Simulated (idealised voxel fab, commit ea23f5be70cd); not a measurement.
process module | voxel plated lines
cross-section cut | 225 nm wide | cells 5 nm
A cross-section is a grid of square cells, given in bands from the top down. A band is one or more rows of cells.
Each band's line starts with the height of the band's top and of its bottom, in nm. Then come its materials from left to right, each with its width in nm. One material with "throughout" fills the band from edge to edge. "air" is empty space.
Height 0 is the level under which the wafer as received is all one material. The lowest band goes on downwards, as in "0 down".
A width such as "30 to 40" changes by the same amount from each row of cells to the next, from the band's top row to its bottom row.
"no change" after a step means that no cell of the cross-section changed.
closed voids: empty space of 8 cells or more with no open way to the top, each as width x height at its distance from the left edge, in nm
after a step's settings: what the simulator itself notes on the step
overlay nm, on a step with a mask: how far to the right of its planned place the mask lay; to the left if negative
plan
1 op RECEIVE | material Si
2 op CONFORMAL_DEP | material Al2O3 | thk nm 15
3 op DIRECTIONAL_DEP | material TiN | thk nm 5
4 op PATTERN | tone open | mask id LINES | material resist | width nm 30 | pitch nm 55 | thk nm 30 | overlay nm 0
5 op EPI | material Ru | thk nm 5
6 op EPI | material Ru | thk nm 5
7 op STRIP | etch materials resist
8 op DIRECTIONAL_ETCH | etch materials TiN | depth nm 5
9 op CONFORMAL_DEP | material SiO2 | thk nm 10
first wafer, as planned
as received, after step 1
  0 down: Si throughout
  closed voids: none
after step 2
  15 to 0: Al2O3 throughout
  below 0: unchanged
after step 3
  20 to 15: TiN throughout
  below 15: unchanged
after step 4
  50 to 20: resist 15 | air 30 | resist 25 | air 30 | resist 25 | air 30 | resist 25 | air 30 | resist 15
  below 20: unchanged
after step 5
  50 to 25: resist 15 | air 30 | resist 25 | air 30 | resist 25 | air 30 | resist 25 | air 30 | resist 15
  25 to 20: resist 15 | Ru 30 | resist 25 | Ru 30 | resist 25 | Ru 30 | resist 25 | Ru 30 | resist 15
  below 20: unchanged
after step 6
  50 to 30: resist 15 | air 30 | resist 25 | air 30 | resist 25 | air 30 | resist 25 | air 30 | resist 15
  30 to 20: resist 15 | Ru 30 | resist 25 | Ru 30 | resist 25 | Ru 30 | resist 25 | Ru 30 | resist 15
  below 20: unchanged
after step 7
  30 to 20: air 15 | Ru 30 | air 25 | Ru 30 | air 25 | Ru 30 | air 25 | Ru 30 | air 15
  below 20: unchanged
after step 8
  30 to 20: air 15 | Ru 30 | air 25 | Ru 30 | air 25 | Ru 30 | air 25 | Ru 30 | air 15
  20 to 15: air 15 | TiN 30 | air 25 | TiN 30 | air 25 | TiN 30 | air 25 | TiN 30 | air 15
  below 15: unchanged
after step 9
  40 to 30: air 5 | SiO2 50 | air 5 | SiO2 50 | air 5 | SiO2 50 | air 5 | SiO2 50 | air 5
  30 to 25: air 5 | SiO2 10 | Ru 30 | SiO2 10 | air 5 | SiO2 10 | Ru 30 | SiO2 10 | air 5 | SiO2 10 | Ru 30 | SiO2 10 | air 5 | SiO2 10 | Ru 30 | SiO2 10 | air 5
  25 to 20: SiO2 15 | Ru 30 | SiO2 25 | Ru 30 | SiO2 25 | Ru 30 | SiO2 25 | Ru 30 | SiO2 15
  20 to 15: SiO2 15 | TiN 30 | SiO2 25 | TiN 30 | SiO2 25 | TiN 30 | SiO2 25 | TiN 30 | SiO2 15
  below 15: unchanged
second wafer: like start, like plan, one mistake. Through step 3 it matches the first wafer
when step 4 should have ended
  50 to 20: air 15 | resist 30 | air 25 | resist 30 | air 25 | resist 30 | air 25 | resist 30 | air 15
  below 20: unchanged
when step 5 should have ended
  50 to 25: air 15 | resist 30 | air 25 | resist 30 | air 25 | resist 30 | air 25 | resist 30 | air 15
  25 to 20: Ru 15 | resist 30 | Ru 25 | resist 30 | Ru 25 | resist 30 | Ru 25 | resist 30 | Ru 15
  below 20: unchanged
when step 6 should have ended
  50 to 30: air 15 | resist 30 | air 25 | resist 30 | air 25 | resist 30 | air 25 | resist 30 | air 15
  30 to 20: Ru 15 | resist 30 | Ru 25 | resist 30 | Ru 25 | resist 30 | Ru 25 | resist 30 | Ru 15
  below 20: unchanged
when step 7 should have ended
  30 to 20: Ru 15 | air 30 | Ru 25 | air 30 | Ru 25 | air 30 | Ru 25 | air 30 | Ru 15
  below 20: unchanged
when step 8 should have ended
  30 to 20: Ru 15 | air 30 | Ru 25 | air 30 | Ru 25 | air 30 | Ru 25 | air 30 | Ru 15
  20 to 15: TiN 15 | air 30 | TiN 25 | air 30 | TiN 25 | air 30 | TiN 25 | air 30 | TiN 15
  below 15: unchanged
when step 9 should have ended
  40 to 30: SiO2 25 | air 10 | SiO2 45 | air 10 | SiO2 45 | air 10 | SiO2 45 | air 10 | SiO2 25
  30 to 25: Ru 15 | SiO2 10 | air 10 | SiO2 10 | Ru 25 | SiO2 10 | air 10 | SiO2 10 | Ru 25 | SiO2 10 | air 10 | SiO2 10 | Ru 25 | SiO2 10 | air 10 | SiO2 10 | Ru 15
  25 to 20: Ru 15 | SiO2 30 | Ru 25 | SiO2 30 | Ru 25 | SiO2 30 | Ru 25 | SiO2 30 | Ru 15
  20 to 15: TiN 15 | SiO2 30 | TiN 25 | SiO2 30 | TiN 25 | SiO2 30 | TiN 25 | SiO2 30 | TiN 15
  below 15: unchanged
what went wrong: step 4 ran as: op PATTERN | tone cover | mask id LINES | material resist | width nm 30 | pitch nm 55 | thk nm 30 | overlay nm 0
at the end the second wafer has, in cells: 6 fewer of Ru | 3 fewer of TiN
